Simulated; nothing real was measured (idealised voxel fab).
This section sets out a process module, namely voxel transistor to metal.
The figure presents cross-section cut, which has a width of 300 nm and is divided into square cells with an edge length of 5 nm.
The cross-sections in this document take the form of a grid made of square cells. They are written out as bands, in order from top to bottom. Each band consists of one or more rows of cells.
Heads up on the band format: heights come first, top then bottom, in nm. After that it's the materials left to right, each with its width in nm. A single material flagged "everywhere" fills the whole band edge to edge, and "air" means there's empty space there.
Height reference: 0 = level under which incoming wafer is all one material. Lowest band: no bottom, runs on downward, e.g. "0 nm and below".
Graded width ("30->40"): value in top row of band = first number; value in bottom row = second number; row-to-row change constant.
When a step is marked "stayed the same", none of the cells in the cross-section changed during that step.
"Entrapped void list" specifies each empty space that is not open to the top and that occupies no fewer than 8 cells, using the form width x height at distance, the distance measured from the left edge and all three quantities in nm.
Formally, on a step line, whatever follows the settings is a remark that the simulator itself makes on the step.
overlay nm: for a step with a mask, the amount by which the mask lay right of where it was planned; a negative amount means left of it.
From here on the document is pairs. In a pair, the cross-section before one process step comes with the cross-section after it, and the latter goes no deeper than the lowest band that changed. What lies in between, the step and its settings, is written under the pair. A pair may be from a different run of this module on the same starting wafer than the pair above it, so it continues from that pair only where its entry headed "Pre-step profile" says so.

### Pre-step profile
90 nm to 75 nm  45 air; 25 aC; 35 air; 25 aC; 40 air; 25 aC; 35 air; 25 aC; 45 air
75 nm to 60 nm  45 air; 25 W; 35 air; 25 W; 40 air; 25 W; 35 air; 25 W; 45 air
60 nm to 55 nm  TiN everywhere
55 nm to 40 nm  50 SiO2; 5 TiN; 5 W; 5 TiN; 45 SiO2; 5 TiN; 5 W; 5 TiN; 50 SiO2; 5 TiN; 5 W; 5 TiN; 45 SiO2; 5 TiN; 5 W; 5 TiN; 50 SiO2
40 nm to 25 nm  50 SiO2; 5 TiN; 5 W; 5 TiN; 10 SiO2; 5 SiN; 15 SiCN; 5 SiN; 10 SiO2; 5 TiN; 5 W; 5 TiN; 50 SiO2; 5 TiN; 5 W; 5 TiN; 10 SiO2; 5 SiN; 15 SiCN; 5 SiN; 10 SiO2; 5 TiN; 5 W; 5 TiN; 50 SiO2
25 nm to 5 nm  50 SiO2; 5 TiN; 5 W; 5 TiN; 10 SiO2; 5 SiN; 15 polySi; 5 SiN; 10 SiO2; 5 TiN; 5 W; 5 TiN; 50 SiO2; 5 TiN; 5 W; 5 TiN; 10 SiO2; 5 SiN; 15 polySi; 5 SiN; 10 SiO2; 5 TiN; 5 W; 5 TiN; 50 SiO2
5 nm to 0 nm  35 SiO2; 5 SiN; 10 SiO2; 15 TiN; 10 SiO2; 5 SiN; 15 polySi; 5 SiN; 10 SiO2; 15 TiN; 10 SiO2; 5 SiN; 20 SiO2; 5 SiN; 10 SiO2; 15 TiN; 10 SiO2; 5 SiN; 15 polySi; 5 SiN; 10 SiO2; 15 TiN; 10 SiO2; 5 SiN; 35 SiO2
0 nm to -5 nm  40 SiO2; 35 nSi; 25 SiO2; 35 nSi; 30 SiO2; 35 nSi; 25 SiO2; 35 nSi; 40 SiO2
-5 nm to -20 nm  40 SiO2; 95 Si; 30 SiO2; 95 Si; 40 SiO2
-20 nm and below  Si everywhere
Entrapped void list: none

### after
90 nm to 75 nm  45 air; 25 aC; 35 air; 25 aC; 40 air; 25 aC; 35 air; 25 aC; 45 air
75 nm to 60 nm  45 air; 25 W; 35 air; 25 W; 40 air; 25 W; 35 air; 25 W; 45 air
60 nm to 55 nm  45 air; 25 TiN; 35 air; 25 TiN; 40 air; 25 TiN; 35 air; 25 TiN; 45 air
All layers under 55 are left as they were.
Entrapped void list: none
Step between the pre-process and post-process cross-sections given above: DIRECTIONAL_ETCH [etch materials TiN] [depth nm 5]

Pre-step profile: the after view from the pair directly above serves as the before view here.

### after
75 nm to 60 nm  45 air; 25 W; 35 air; 25 W; 40 air; 25 W; 35 air; 25 W; 45 air
All layers under 60 are left as they were.
Entrapped void list: none
Step between the pre-process and post-process cross-sections given above: STRIP [etch materials aC]

Pre-step profile: the after view from the pair directly above serves as the before view here.

### after
80 nm to 75 nm  40 air; 35 SiN; 25 air; 35 SiN; 30 air; 35 SiN; 25 air; 35 SiN; 40 air
75 nm to 60 nm  40 air; 5 SiN; 25 W; 5 SiN; 25 air; 5 SiN; 25 W; 5 SiN; 30 air; 5 SiN; 25 W; 5 SiN; 25 air; 5 SiN; 25 W; 5 SiN; 40 air
60 nm to 55 nm  45 SiN; 25 TiN; 35 SiN; 25 TiN; 40 SiN; 25 TiN; 35 SiN; 25 TiN; 45 SiN
All layers under 55 are left as they were.
Entrapped void list: none
Step between the pre-process and post-process cross-sections given above: CONFORMAL_DEP [material SiN] [thk nm 5]

Pre-step profile: the after view from the pair directly above serves as the before view here.

### after
85 nm to 80 nm  lowk everywhere
80 nm to 75 nm  40 lowk; 35 SiN; 25 lowk; 35 SiN; 30 lowk; 35 SiN; 25 lowk; 35 SiN; 40 lowk
75 nm to 60 nm  40 lowk; 5 SiN; 25 W; 5 SiN; 25 lowk; 5 SiN; 25 W; 5 SiN; 30 lowk; 5 SiN; 25 W; 5 SiN; 25 lowk; 5 SiN; 25 W; 5 SiN; 40 lowk
All layers under 60 are left as they were.
Entrapped void list: none
Step between the pre-process and post-process cross-sections given above: FILL_DEP [material lowk] [thk nm 5]

Pre-step profile: the after view from the pair directly above serves as the before view here.

### after
75 nm to 60 nm  40 lowk; 5 SiN; 25 W; 5 SiN; 25 lowk; 5 SiN; 25 W; 5 SiN; 30 lowk; 5 SiN; 25 W; 5 SiN; 25 lowk; 5 SiN; 25 W; 5 SiN; 40 lowk
All layers under 60 are left as they were.
Entrapped void list: none
Step between the pre-process and post-process cross-sections given above: CMP [height nm 75]

Pre-step profile: the after view from the pair directly above serves as the before view here.

### after
80 nm to 75 nm  SiN everywhere
All layers under 75 are left as they were.
Entrapped void list: none
Step between the pre-process and post-process cross-sections given above: CONFORMAL_DEP [material SiN] [thk nm 5]

### Pre-step profile
90 nm to 75 nm  aC everywhere
75 nm to 60 nm  W everywhere
60 nm to 55 nm  TiN everywhere
55 nm to 40 nm  50 SiO2; 5 TiN; 5 W; 5 TiN; 45 SiO2; 5 TiN; 5 W; 5 TiN; 50 SiO2; 5 TiN; 5 W; 5 TiN; 45 SiO2; 5 TiN; 5 W; 5 TiN; 50 SiO2
40 nm to 25 nm  50 SiO2; 5 TiN; 5 W; 5 TiN; 10 SiO2; 5 SiN; 15 SiCN; 5 SiN; 10 SiO2; 5 TiN; 5 W; 5 TiN; 50 SiO2; 5 TiN; 5 W; 5 TiN; 10 SiO2; 5 SiN; 15 SiCN; 5 SiN; 10 SiO2; 5 TiN; 5 W; 5 TiN; 50 SiO2
25 nm to 5 nm  50 SiO2; 5 TiN; 5 W; 5 TiN; 10 SiO2; 5 SiN; 15 polySi; 5 SiN; 10 SiO2; 5 TiN; 5 W; 5 TiN; 50 SiO2; 5 TiN; 5 W; 5 TiN; 10 SiO2; 5 SiN; 15 polySi; 5 SiN; 10 SiO2; 5 TiN; 5 W; 5 TiN; 50 SiO2
5 nm to 0 nm  35 SiO2; 5 SiN; 10 SiO2; 15 TiN; 10 SiO2; 5 SiN; 15 polySi; 5 SiN; 10 SiO2; 15 TiN; 10 SiO2; 5 SiN; 20 SiO2; 5 SiN; 10 SiO2; 15 TiN; 10 SiO2; 5 SiN; 15 polySi; 5 SiN; 10 SiO2; 15 TiN; 10 SiO2; 5 SiN; 35 SiO2
0 nm to -5 nm  40 SiO2; 35 nSi; 25 SiO2; 35 nSi; 30 SiO2; 35 nSi; 25 SiO2; 35 nSi; 40 SiO2
-5 nm to -20 nm  40 SiO2; 95 Si; 30 SiO2; 95 Si; 40 SiO2
-20 nm and below  Si everywhere
Entrapped void list: none

### after
120 nm to 90 nm  45 air; 15 resist; 45 air; 15 resist; 50 air; 15 resist; 45 air; 15 resist; 55 air
All layers under 90 are left as they were.
Entrapped void list: none
Step between the pre-process and post-process cross-sections given above: PATTERN [tone cover] [mask id METAL_1] [material resist] [width nm 15] [thk nm 30] [overlay nm -5]

Pre-step profile: the after view from the pair directly above serves as the before view here.

### after
105 nm to 90 nm  45 air; 15 resist; 45 air; 15 resist; 50 air; 15 resist; 45 air; 15 resist; 55 air
90 nm to 75 nm  45 air; 15 aC; 45 air; 15 aC; 50 air; 15 aC; 45 air; 15 aC; 55 air
All layers under 75 are left as they were.
Entrapped void list: none
Step between the pre-process and post-process cross-sections given above: DIRECTIONAL_ETCH [etch materials aC] [depth nm 15]

Pre-step profile: the after view from the pair directly above serves as the before view here.

### after
90 nm to 75 nm  45 air; 15 aC; 45 air; 15 aC; 50 air; 15 aC; 45 air; 15 aC; 55 air
All layers under 75 are left as they were.
Entrapped void list: none
Step between the pre-process and post-process cross-sections given above: STRIP [etch materials resist]

Pre-step profile: the after view from the pair directly above serves as the before view here.

### after
90 nm to 75 nm  45 air; 15 aC; 45 air; 15 aC; 50 air; 15 aC; 45 air; 15 aC; 55 air
75 nm to 60 nm  45 air; 15 W; 45 air; 15 W; 50 air; 15 W; 45 air; 15 W; 55 air
All layers under 60 are left as they were.
Entrapped void list: none
Step between the pre-process and post-process cross-sections given above: DIRECTIONAL_ETCH [etch materials W] [depth nm 15]

Pre-step profile: the after view from the pair directly above serves as the before view here.

### after
90 nm to 75 nm  45 air; 15 aC; 45 air; 15 aC; 50 air; 15 aC; 45 air; 15 aC; 55 air
75 nm to 60 nm  45 air; 15 W; 45 air; 15 W; 50 air; 15 W; 45 air; 15 W; 55 air
60 nm to 55 nm  45 air; 15 TiN; 45 air; 15 TiN; 50 air; 15 TiN; 45 air; 15 TiN; 55 air
All layers under 55 are left as they were.
Entrapped void list: none
Step between the pre-process and post-process cross-sections given above: DIRECTIONAL_ETCH [etch materials TiN] [depth nm 5]

Pre-step profile: the after view from the pair directly above serves as the before view here.

### after
75 nm to 60 nm  45 air; 15 W; 45 air; 15 W; 50 air; 15 W; 45 air; 15 W; 55 air
All layers under 60 are left as they were.
Entrapped void list: none
Step between the pre-process and post-process cross-sections given above: STRIP [etch materials aC]

Pre-step profile: the after view from the pair directly above serves as the before view here.

### after
80 nm to 75 nm  40 air; 25 SiN; 35 air; 25 SiN; 40 air; 25 SiN; 35 air; 25 SiN; 50 air
75 nm to 60 nm  40 air; 5 SiN; 15 W; 5 SiN; 35 air; 5 SiN; 15 W; 5 SiN; 40 air; 5 SiN; 15 W; 5 SiN; 35 air; 5 SiN; 15 W; 5 SiN; 50 air
60 nm to 55 nm  45 SiN; 15 TiN; 45 SiN; 15 TiN; 50 SiN; 15 TiN; 45 SiN; 15 TiN; 55 SiN
All layers under 55 are left as they were.
Entrapped void list: none
Step between the pre-process and post-process cross-sections given above: CONFORMAL_DEP [material SiN] [thk nm 5]

Pre-step profile: the after view from the pair directly above serves as the before view here.

### after
85 nm to 80 nm  lowk everywhere
80 nm to 75 nm  40 lowk; 25 SiN; 35 lowk; 25 SiN; 40 lowk; 25 SiN; 35 lowk; 25 SiN; 50 lowk
75 nm to 60 nm  40 lowk; 5 SiN; 15 W; 5 SiN; 35 lowk; 5 SiN; 15 W; 5 SiN; 40 lowk; 5 SiN; 15 W; 5 SiN; 35 lowk; 5 SiN; 15 W; 5 SiN; 50 lowk
All layers under 60 are left as they were.
Entrapped void list: none
Step between the pre-process and post-process cross-sections given above: FILL_DEP [material lowk] [thk nm 5]

Pre-step profile: the after view from the pair directly above serves as the before view here.

### after
75 nm to 60 nm  40 lowk; 5 SiN; 15 W; 5 SiN; 35 lowk; 5 SiN; 15 W; 5 SiN; 40 lowk; 5 SiN; 15 W; 5 SiN; 35 lowk; 5 SiN; 15 W; 5 SiN; 50 lowk
All layers under 60 are left as they were.
Entrapped void list: none
Step between the pre-process and post-process cross-sections given above: CMP [height nm 75]

Pre-step profile: the after view from the pair directly above serves as the before view here.

### after
80 nm to 75 nm  SiN everywhere
All layers under 75 are left as they were.
Entrapped void list: none
Step between the pre-process and post-process cross-sections given above: CONFORMAL_DEP [material SiN] [thk nm 5]

### Pre-step profile
55 nm to 40 nm  50 SiO2; 15 air; 45 SiO2; 15 air; 50 SiO2; 15 air; 45 SiO2; 15 air; 50 SiO2
40 nm to 25 nm  50 SiO2; 15 air; 10 SiO2; 5 SiN; 15 SiCN; 5 SiN; 10 SiO2; 15 air; 50 SiO2; 15 air; 10 SiO2; 5 SiN; 15 SiCN; 5 SiN; 10 SiO2; 15 air; 50 SiO2
25 nm to 5 nm  50 SiO2; 15 air; 10 SiO2; 5 SiN; 15 polySi; 5 SiN; 10 SiO2; 15 air; 50 SiO2; 15 air; 10 SiO2; 5 SiN; 15 polySi; 5 SiN; 10 SiO2; 15 air; 50 SiO2
5 nm to 0 nm  35 SiO2; 5 SiN; 10 SiO2; 15 air; 10 SiO2; 5 SiN; 15 polySi; 5 SiN; 10 SiO2; 15 air; 10 SiO2; 5 SiN; 20 SiO2; 5 SiN; 10 SiO2; 15 air; 10 SiO2; 5 SiN; 15 polySi; 5 SiN; 10 SiO2; 15 air; 10 SiO2; 5 SiN; 35 SiO2
0 nm to -5 nm  40 SiO2; 35 nSi; 25 SiO2; 35 nSi; 30 SiO2; 35 nSi; 25 SiO2; 35 nSi; 40 SiO2
-5 nm to -20 nm  40 SiO2; 95 Si; 30 SiO2; 95 Si; 40 SiO2
-20 nm and below  Si everywhere
Entrapped void list: none

### after
60 nm to 55 nm  55 SiCN; 5 air; 55 SiCN; 5 air; 60 SiCN; 5 air; 55 SiCN; 5 air; 55 SiCN
55 nm to 40 nm  50 SiO2; 5 SiCN; 5 air; 5 SiCN; 45 SiO2; 5 SiCN; 5 air; 5 SiCN; 50 SiO2; 5 SiCN; 5 air; 5 SiCN; 45 SiO2; 5 SiCN; 5 air; 5 SiCN; 50 SiO2
40 nm to 25 nm  50 SiO2; 5 SiCN; 5 air; 5 SiCN; 10 SiO2; 5 SiN; 15 SiCN; 5 SiN; 10 SiO2; 5 SiCN; 5 air; 5 SiCN; 50 SiO2; 5 SiCN; 5 air; 5 SiCN; 10 SiO2; 5 SiN; 15 SiCN; 5 SiN; 10 SiO2; 5 SiCN; 5 air; 5 SiCN; 50 SiO2
25 nm to 5 nm  50 SiO2; 5 SiCN; 5 air; 5 SiCN; 10 SiO2; 5 SiN; 15 polySi; 5 SiN; 10 SiO2; 5 SiCN; 5 air; 5 SiCN; 50 SiO2; 5 SiCN; 5 air; 5 SiCN; 10 SiO2; 5 SiN; 15 polySi; 5 SiN; 10 SiO2; 5 SiCN; 5 air; 5 SiCN; 50 SiO2
5 nm to 0 nm  35 SiO2; 5 SiN; 10 SiO2; 15 SiCN; 10 SiO2; 5 SiN; 15 polySi; 5 SiN; 10 SiO2; 15 SiCN; 10 SiO2; 5 SiN; 20 SiO2; 5 SiN; 10 SiO2; 15 SiCN; 10 SiO2; 5 SiN; 15 polySi; 5 SiN; 10 SiO2; 15 SiCN; 10 SiO2; 5 SiN; 35 SiO2
All layers under 0 are left as they were.
Entrapped void list: none
Step between the pre-process and post-process cross-sections given above: CONFORMAL_DEP [material SiCN] [thk nm 5]

Pre-step profile: the after view from the pair directly above serves as the before view here.

### after
65 nm to 60 nm  W everywhere
60 nm to 55 nm  55 SiCN; 5 W; 55 SiCN; 5 W; 60 SiCN; 5 W; 55 SiCN; 5 W; 55 SiCN
55 nm to 40 nm  50 SiO2; 5 SiCN; 5 W; 5 SiCN; 45 SiO2; 5 SiCN; 5 W; 5 SiCN; 50 SiO2; 5 SiCN; 5 W; 5 SiCN; 45 SiO2; 5 SiCN; 5 W; 5 SiCN; 50 SiO2
40 nm to 25 nm  50 SiO2; 5 SiCN; 5 W; 5 SiCN; 10 SiO2; 5 SiN; 15 SiCN; 5 SiN; 10 SiO2; 5 SiCN; 5 W; 5 SiCN; 50 SiO2; 5 SiCN; 5 W; 5 SiCN; 10 SiO2; 5 SiN; 15 SiCN; 5 SiN; 10 SiO2; 5 SiCN; 5 W; 5 SiCN; 50 SiO2
25 nm to 5 nm  50 SiO2; 5 SiCN; 5 W; 5 SiCN; 10 SiO2; 5 SiN; 15 polySi; 5 SiN; 10 SiO2; 5 SiCN; 5 W; 5 SiCN; 50 SiO2; 5 SiCN; 5 W; 5 SiCN; 10 SiO2; 5 SiN; 15 polySi; 5 SiN; 10 SiO2; 5 SiCN; 5 W; 5 SiCN; 50 SiO2
All layers under 5 are left as they were.
Entrapped void list: none
Step between the pre-process and post-process cross-sections given above: FILL_DEP [material W] [thk nm 5]

Pre-step profile: the after view from the pair directly above serves as the before view here.

### after
55 nm to 40 nm  50 SiO2; 5 SiCN; 5 W; 5 SiCN; 45 SiO2; 5 SiCN; 5 W; 5 SiCN; 50 SiO2; 5 SiCN; 5 W; 5 SiCN; 45 SiO2; 5 SiCN; 5 W; 5 SiCN; 50 SiO2
All layers under 40 are left as they were.
Entrapped void list: none
Step between the pre-process and post-process cross-sections given above: CMP [height nm 55]

Pre-step profile: the after view from the pair directly above serves as the before view here.

### after
60 nm to 55 nm  TiN everywhere
All layers under 55 are left as they were.
Entrapped void list: none
Step between the pre-process and post-process cross-sections given above: DIRECTIONAL_DEP [material TiN] [thk nm 5]

Pre-step profile: the after view from the pair directly above serves as the before view here.

### after
75 nm to 60 nm  W everywhere
All layers under 60 are left as they were.
Entrapped void list: none
Step between the pre-process and post-process cross-sections given above: DIRECTIONAL_DEP [material W] [thk nm 15]

Pre-step profile: the after view from the pair directly above serves as the before view here.

### after
90 nm to 75 nm  aC everywhere
All layers under 75 are left as they were.
Entrapped void list: none
Step between the pre-process and post-process cross-sections given above: DIRECTIONAL_DEP [material aC] [thk nm 15]

Pre-step profile: the after view from the pair directly above serves as the before view here.

### after
120 nm to 90 nm  50 air; 15 resist; 45 air; 15 resist; 50 air; 15 resist; 45 air; 15 resist; 50 air
All layers under 90 are left as they were.
Entrapped void list: none
Step between the pre-process and post-process cross-sections given above: PATTERN [tone cover] [mask id METAL_1] [material resist] [width nm 15] [thk nm 30] [overlay nm 0]

Pre-step profile: the after view from the pair directly above serves as the before view here.

### after
105 nm to 90 nm  50 air; 15 resist; 45 air; 15 resist; 50 air; 15 resist; 45 air; 15 resist; 50 air
90 nm to 75 nm  50 air; 15 aC; 45 air; 15 aC; 50 air; 15 aC; 45 air; 15 aC; 50 air
All layers under 75 are left as they were.
Entrapped void list: none
Step between the pre-process and post-process cross-sections given above: DIRECTIONAL_ETCH [etch materials aC] [depth nm 15]

Pre-step profile: the after view from the pair directly above serves as the before view here.

### after
90 nm to 75 nm  50 air; 15 aC; 45 air; 15 aC; 50 air; 15 aC; 45 air; 15 aC; 50 air
All layers under 75 are left as they were.
Entrapped void list: none
Step between the pre-process and post-process cross-sections given above: STRIP [etch materials resist]

Pre-step profile: the after view from the pair directly above serves as the before view here.

### after
90 nm to 75 nm  50 air; 15 aC; 45 air; 15 aC; 50 air; 15 aC; 45 air; 15 aC; 50 air
75 nm to 60 nm  50 air; 15 W; 45 air; 15 W; 50 air; 15 W; 45 air; 15 W; 50 air
All layers under 60 are left as they were.
Entrapped void list: none
Step between the pre-process and post-process cross-sections given above: DIRECTIONAL_ETCH [etch materials W] [depth nm 15]

Pre-step profile: the after view from the pair directly above serves as the before view here.

### after
90 nm to 75 nm  50 air; 15 aC; 45 air; 15 aC; 50 air; 15 aC; 45 air; 15 aC; 50 air
75 nm to 60 nm  50 air; 15 W; 45 air; 15 W; 50 air; 15 W; 45 air; 15 W; 50 air
60 nm to 55 nm  50 air; 15 TiN; 45 air; 15 TiN; 50 air; 15 TiN; 45 air; 15 TiN; 50 air
All layers under 55 are left as they were.
Entrapped void list: none
Step between the pre-process and post-process cross-sections given above: DIRECTIONAL_ETCH [etch materials TiN] [depth nm 5]

Pre-step profile: the after view from the pair directly above serves as the before view here.

### after
75 nm to 60 nm  50 air; 15 W; 45 air; 15 W; 50 air; 15 W; 45 air; 15 W; 50 air
All layers under 60 are left as they were.
Entrapped void list: none
Step between the pre-process and post-process cross-sections given above: STRIP [etch materials aC]

Pre-step profile: the after view from the pair directly above serves as the before view here.

### after
80 nm to 75 nm  45 air; 25 SiN; 35 air; 25 SiN; 40 air; 25 SiN; 35 air; 25 SiN; 45 air
75 nm to 60 nm  45 air; 5 SiN; 15 W; 5 SiN; 35 air; 5 SiN; 15 W; 5 SiN; 40 air; 5 SiN; 15 W; 5 SiN; 35 air; 5 SiN; 15 W; 5 SiN; 45 air
60 nm to 55 nm  50 SiN; 15 TiN; 45 SiN; 15 TiN; 50 SiN; 15 TiN; 45 SiN; 15 TiN; 50 SiN
All layers under 55 are left as they were.
Entrapped void list: none
Step between the pre-process and post-process cross-sections given above: CONFORMAL_DEP [material SiN] [thk nm 5]

Pre-step profile: the after view from the pair directly above serves as the before view here.

### after
85 nm to 80 nm  lowk everywhere
80 nm to 75 nm  45 lowk; 25 SiN; 35 lowk; 25 SiN; 40 lowk; 25 SiN; 35 lowk; 25 SiN; 45 lowk
75 nm to 60 nm  45 lowk; 5 SiN; 15 W; 5 SiN; 35 lowk; 5 SiN; 15 W; 5 SiN; 40 lowk; 5 SiN; 15 W; 5 SiN; 35 lowk; 5 SiN; 15 W; 5 SiN; 45 lowk
All layers under 60 are left as they were.
Entrapped void list: none
Step between the pre-process and post-process cross-sections given above: FILL_DEP [material lowk] [thk nm 5]

Pre-step profile: the after view from the pair directly above serves as the before view here.

### after
75 nm to 60 nm  45 lowk; 5 SiN; 15 W; 5 SiN; 35 lowk; 5 SiN; 15 W; 5 SiN; 40 lowk; 5 SiN; 15 W; 5 SiN; 35 lowk; 5 SiN; 15 W; 5 SiN; 45 lowk
All layers under 60 are left as they were.
Entrapped void list: none
Step between the pre-process and post-process cross-sections given above: CMP [height nm 75]

Pre-step profile: the after view from the pair directly above serves as the before view here.

### after
80 nm to 75 nm  SiN everywhere
All layers under 75 are left as they were.
Entrapped void list: none
Step between the pre-process and post-process cross-sections given above: CONFORMAL_DEP [material SiN] [thk nm 5]

### Pre-step profile
55 nm to 50 nm  35 aC; 105 air; 20 aC; 105 air; 35 aC
50 nm to 45 nm  aC everywhere
45 nm to 40 nm  35 SiCN; 105 aC; 20 SiCN; 105 aC; 35 SiCN
40 nm to 30 nm  SiCN everywhere
30 nm to 25 nm  35 polySi; 105 SiCN; 20 polySi; 105 SiCN; 35 polySi
25 nm to 5 nm  polySi everywhere
5 nm to 0 nm  35 SiO2; 105 polySi; 20 SiO2; 105 polySi; 35 SiO2
0 nm to -5 nm  SiO2 everywhere
-5 nm to -20 nm  40 SiO2; 95 Si; 30 SiO2; 95 Si; 40 SiO2
-20 nm and below  Si everywhere
Entrapped void list: none

### after
80 nm to 55 nm  80 resist; 15 air; 110 resist; 15 air; 80 resist
55 nm to 50 nm  35 aC; 45 resist; 15 air; 45 resist; 20 aC; 45 resist; 15 air; 45 resist; 35 aC
All layers under 50 are left as they were.
Entrapped void list: none
Step between the pre-process and post-process cross-sections given above: PATTERN [tone open] [mask id GATE] [material resist] [width nm 15] [pitch nm 125] [thk nm 25] [overlay nm 0]

Pre-step profile: the after view from the pair directly above serves as the before view here.

### after
70 nm to 55 nm  80 resist; 15 air; 110 resist; 15 air; 80 resist
55 nm to 50 nm  35 aC; 45 resist; 15 air; 45 resist; 20 aC; 45 resist; 15 air; 45 resist; 35 aC
50 nm to 45 nm  80 aC; 15 air; 110 aC; 15 air; 80 aC
45 nm to 40 nm  35 SiCN; 45 aC; 15 air; 45 aC; 20 SiCN; 45 aC; 15 air; 45 aC; 35 SiCN
All layers under 40 are left as they were.
Entrapped void list: none
Step between the pre-process and post-process cross-sections given above: DIRECTIONAL_ETCH [etch materials aC] [depth nm 10]

Pre-step profile: the after view from the pair directly above serves as the before view here.

### after
55 nm to 45 nm  35->80 aC; 105->15 air; 20->110 aC; 105->15 air; 35->80 aC
All layers under 45 are left as they were.
Entrapped void list: none
Step between the pre-process and post-process cross-sections given above: STRIP [etch materials resist]

Pre-step profile: the after view from the pair directly above serves as the before view here.

### after
55 nm to 45 nm  35->80 aC; 105->15 air; 20->110 aC; 105->15 air; 35->80 aC
45 nm to 40 nm  35 SiCN; 45 aC; 15 air; 45 aC; 20 SiCN; 45 aC; 15 air; 45 aC; 35 SiCN
40 nm to 30 nm  80 SiCN; 15 air; 110 SiCN; 15 air; 80 SiCN
30 nm to 25 nm  35 polySi; 45 SiCN; 15 air; 45 SiCN; 20 polySi; 45 SiCN; 15 air; 45 SiCN; 35 polySi
All layers under 25 are left as they were.
Entrapped void list: none
Step between the pre-process and post-process cross-sections given above: DIRECTIONAL_ETCH [etch materials SiCN] [depth nm 25]

Pre-step profile: the after view from the pair directly above serves as the before view here.

### after
55 nm to 45 nm  35->80 aC; 105->15 air; 20->110 aC; 105->15 air; 35->80 aC
45 nm to 40 nm  35 SiCN; 45 aC; 15 air; 45 aC; 20 SiCN; 45 aC; 15 air; 45 aC; 35 SiCN
40 nm to 30 nm  80 SiCN; 15 air; 110 SiCN; 15 air; 80 SiCN
30 nm to 25 nm  35 polySi; 45 SiCN; 15 air; 45 SiCN; 20 polySi; 45 SiCN; 15 air; 45 SiCN; 35 polySi
25 nm to 5 nm  80 polySi; 15 air; 110 polySi; 15 air; 80 polySi
5 nm to 0 nm  35 SiO2; 45 polySi; 15 air; 45 polySi; 20 SiO2; 45 polySi; 15 air; 45 polySi; 35 SiO2
All layers under 0 are left as they were.
Entrapped void list: none
Step between the pre-process and post-process cross-sections given above: DIRECTIONAL_ETCH [etch materials polySi] [depth nm 35]

Pre-step profile: the after view from the pair directly above serves as the before view here.

### after
45 nm to 40 nm  35 SiCN; 105 air; 20 SiCN; 105 air; 35 SiCN
All layers under 40 are left as they were.
Entrapped void list: none
Step between the pre-process and post-process cross-sections given above: STRIP [etch materials aC]

Pre-step profile: the after view from the pair directly above serves as the before view here.

### after
50 nm to 45 nm  40 SiN; 95 air; 30 SiN; 95 air; 40 SiN
45 nm to 40 nm  35 SiCN; 50 SiN; 5 air; 50 SiN; 20 SiCN; 50 SiN; 5 air; 50 SiN; 35 SiCN
40 nm to 30 nm  80 SiCN; 5 SiN; 5 air; 5 SiN; 110 SiCN; 5 SiN; 5 air; 5 SiN; 80 SiCN
30 nm to 25 nm  35 polySi; 45 SiCN; 5 SiN; 5 air; 5 SiN; 45 SiCN; 20 polySi; 45 SiCN; 5 SiN; 5 air; 5 SiN; 45 SiCN; 35 polySi
25 nm to 5 nm  80 polySi; 5 SiN; 5 air; 5 SiN; 110 polySi; 5 SiN; 5 air; 5 SiN; 80 polySi
5 nm to 0 nm  35 SiO2; 45 polySi; 15 SiN; 45 polySi; 20 SiO2; 45 polySi; 15 SiN; 45 polySi; 35 SiO2
All layers under 0 are left as they were.
Entrapped void list: none
Step between the pre-process and post-process cross-sections given above: CONFORMAL_DEP [material SiN] [thk nm 5]

Pre-step profile: the after view from the pair directly above serves as the before view here.

### after
45 nm to 40 nm  35 SiCN; 5 SiN; 95 air; 5 SiN; 20 SiCN; 5 SiN; 95 air; 5 SiN; 35 SiCN
40 nm to 30 nm  80 SiCN; 5 SiN; 5 air; 5 SiN; 110 SiCN; 5 SiN; 5 air; 5 SiN; 80 SiCN
30 nm to 25 nm  35 polySi; 45 SiCN; 5 SiN; 5 air; 5 SiN; 45 SiCN; 20 polySi; 45 SiCN; 5 SiN; 5 air; 5 SiN; 45 SiCN; 35 polySi
25 nm to 5 nm  80 polySi; 5 SiN; 5 air; 5 SiN; 110 polySi; 5 SiN; 5 air; 5 SiN; 80 polySi
5 nm to 0 nm  35 SiO2; 45 polySi; 5 SiN; 5 air; 5 SiN; 45 polySi; 20 SiO2; 45 polySi; 5 SiN; 5 air; 5 SiN; 45 polySi; 35 SiO2
All layers under 0 are left as they were.
Entrapped void list: none
Step between the pre-process and post-process cross-sections given above: DIRECTIONAL_ETCH [etch materials SiN] [depth nm 5]

Pre-step profile: the after view from the pair directly above serves as the before view here.

### after
45 nm to 40 nm  35 SiCN; 5 SiN; 95 air; 5 SiN; 20 SiCN; 5 SiN; 95 air; 5 SiN; 35 SiCN
40 nm to 30 nm  80 SiCN; 5 SiN; 5 air; 5 SiN; 110 SiCN; 5 SiN; 5 air; 5 SiN; 80 SiCN
30 nm to 25 nm  35 polySi; 45 SiCN; 5 SiN; 5 air; 5 SiN; 45 SiCN; 20 polySi; 45 SiCN; 5 SiN; 5 air; 5 SiN; 45 SiCN; 35 polySi
25 nm to 5 nm  80 polySi; 5 SiN; 5 air; 5 SiN; 110 polySi; 5 SiN; 5 air; 5 SiN; 80 polySi
5 nm to 0 nm  35 SiO2; 45 polySi; 5 SiN; 5 air; 5 SiN; 45 polySi; 20 SiO2; 45 polySi; 5 SiN; 5 air; 5 SiN; 45 polySi; 35 SiO2
0 nm to -5 nm  85 SiO2; 5 air; 120 SiO2; 5 air; 85 SiO2
All layers under -5 are left as they were.
Entrapped void list: none
Step between the pre-process and post-process cross-sections given above: DIRECTIONAL_ETCH [etch materials SiO2] [depth nm 5]

Pre-step profile: the after view from the pair directly above serves as the before view here.

### after
45 nm to 40 nm  35 SiCN; 5 SiN; 95 air; 5 SiN; 20 SiCN; 5 SiN; 95 air; 5 SiN; 35 SiCN
40 nm to 30 nm  80 SiCN; 5 SiN; 5 air; 5 SiN; 110 SiCN; 5 SiN; 5 air; 5 SiN; 80 SiCN
30 nm to 25 nm  35 polySi; 45 SiCN; 5 SiN; 5 air; 5 SiN; 45 SiCN; 20 polySi; 45 SiCN; 5 SiN; 5 air; 5 SiN; 45 SiCN; 35 polySi
25 nm to 5 nm  80 polySi; 5 SiN; 5 air; 5 SiN; 110 polySi; 5 SiN; 5 air; 5 SiN; 80 polySi
5 nm to 0 nm  35 SiO2; 45 polySi; 5 SiN; 5 air; 5 SiN; 45 polySi; 20 SiO2; 45 polySi; 5 SiN; 5 air; 5 SiN; 45 polySi; 35 SiO2
0 nm to -5 nm  85 SiO2; 5 nSi; 120 SiO2; 5 nSi; 85 SiO2
All layers under -5 are left as they were.
Entrapped void list: none
Step between the pre-process and post-process cross-sections given above: EPI [material nSi] [thk nm 5]
